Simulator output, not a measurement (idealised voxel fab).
The following process module bears the name voxel double patterning.
The cross-section on display is named cut; it measures 285 nm wide, and its cells are 5 nm squares.
Cross-sections here: square-cell grids, written as top-down lists of bands, a band being one or more rows of cells. It is stipulated that each band's entry specify, in nanometres, the height of the top of the band and then that of its bottom, followed by the materials of the band in left-to-right sequence, each together with its width in nanometres. A single material marked by the word "throughout" is understood to fill the band from edge to edge; the word "empty" is understood to denote empty space. Ref level 0: as-received wafer is one material below here. Bottom band extends down with no lower bound ("z 0 and below"). The width entry "30 to 40" should be interpreted row by row: the top row of cells in the band takes the first number, the bottom row takes the second number, and the change between adjacent rows is uniform throughout. "all unchanged" means the step left every cell of the cross-section as it was. Look at "Closed void catalog" for the closed voids: empty spaces with no open path to the top, sized 8 cells or up. Each is width x height at distance, distance from the left edge, all nm. On a step's line, text after the settings is the simulator commenting on that step. Each step line may optionally specify "overlay nm", which for a step with a mask gives the rightward distance between the mask's planned place and where it lay, a negative value indicating the leftward direction.
**Process steps - plan**
step 1: RECEIVE (material Si)
step 2: CONFORMAL_DEP (material SiO2; thk nm 5)
step 3: DIRECTIONAL_DEP (material polySi; thk nm 20)
step 4: DIRECTIONAL_DEP (material SiCN; thk nm 5)
step 5: MASKED_ETCH (tone open; mask id FIRST; width nm 15; pitch nm 50; etch materials SiCN; depth nm 5; overlay nm 0)
step 6: MASKED_ETCH (tone open; mask id SECOND; width nm 15; etch materials SiCN; depth nm 5; overlay nm 0)
step 7: DIRECTIONAL_ETCH (etch materials polySi; depth nm 20)
step 8: STRIP (etch materials SiCN)
**On the first of the two wafers: run conducted according to plan**
**Cross-sectional view of the wafer in its as-received condition, corresponding to the state after step 1**
- z 0 and below = Si throughout
- Closed void catalog: none
**The following cross-section depicts the wafer upon completion of step 2**
- z 5 to 0 = SiO2 throughout
- All layers under 0 are left as they were.
**The following cross-section depicts the wafer upon completion of step 3**
- z 25 to 5 = polySi throughout
- All layers under 5 are left as they were.
**The following cross-section depicts the wafer upon completion of step 4**
- z 30 to 25 = SiCN throughout
- All layers under 25 are left as they were.
**The following cross-section depicts the wafer upon completion of step 5**
- z 30 to 25 = SiCN 110 nm, empty 15 nm, SiCN 35 nm, empty 15 nm, SiCN 110 nm
- All layers under 25 are left as they were.
**The following cross-section depicts the wafer upon completion of step 6**
- z 30 to 25 = SiCN 110 nm, empty 15 nm, SiCN 10 nm, empty 15 nm, SiCN 10 nm, empty 15 nm, SiCN 110 nm
- All layers under 25 are left as they were.
**The following cross-section depicts the wafer upon completion of step 7**
- z 30 to 25 = SiCN 110 nm, empty 15 nm, SiCN 10 nm, empty 15 nm, SiCN 10 nm, empty 15 nm, SiCN 110 nm
- z 25 to 5 = polySi 110 nm, empty 15 nm, polySi 10 nm, empty 15 nm, polySi 10 nm, empty 15 nm, polySi 110 nm
- All layers under 5 are left as they were.
**The following cross-section depicts the wafer upon completion of step 8**
- z 25 to 5 = polySi 110 nm, empty 15 nm, polySi 10 nm, empty 15 nm, polySi 10 nm, empty 15 nm, polySi 110 nm
- All layers under 5 are left as they were.
**Companion wafer, the second of two: same beginning, same intended sequence, one mistake in carrying it out; through step 1 inclusive it tracks the first exactly**
**Cross-section: second wafer, time at which step 2 was scheduled to end**
- z 20 to 0 = polySi throughout
- All layers under 0 are left as they were.
**Cross-section: second wafer, time at which step 3 was scheduled to end**
- z 25 to 20 = SiO2 throughout
- All layers under 20 are left as they were.
**Cross-section: second wafer, time at which step 4 was scheduled to end**
- z 30 to 25 = SiCN throughout
- All layers under 25 are left as they were.
**Cross-section: second wafer, time at which step 5 was scheduled to end**
- z 30 to 25 = SiCN 110 nm, empty 15 nm, SiCN 35 nm, empty 15 nm, SiCN 110 nm
- All layers under 25 are left as they were.
**Cross-section: second wafer, time at which step 6 was scheduled to end**
- z 30 to 25 = SiCN 110 nm, empty 15 nm, SiCN 10 nm, empty 15 nm, SiCN 10 nm, empty 15 nm, SiCN 110 nm
- All layers under 25 are left as they were.
Cross-section: second wafer, time at which step 7 was scheduled to end: all unchanged
**Cross-section: second wafer, time at which step 8 was scheduled to end**
- z 25 to 20 = SiO2 throughout
- All layers under 20 are left as they were.
Short version of what went wrong: the processing plan was not followed for steps 2 and 3, which were run with their positions exchanged
In the final state, the cell counts of the second wafer exceed or fall short of those of the first for the following materials: polySi +36
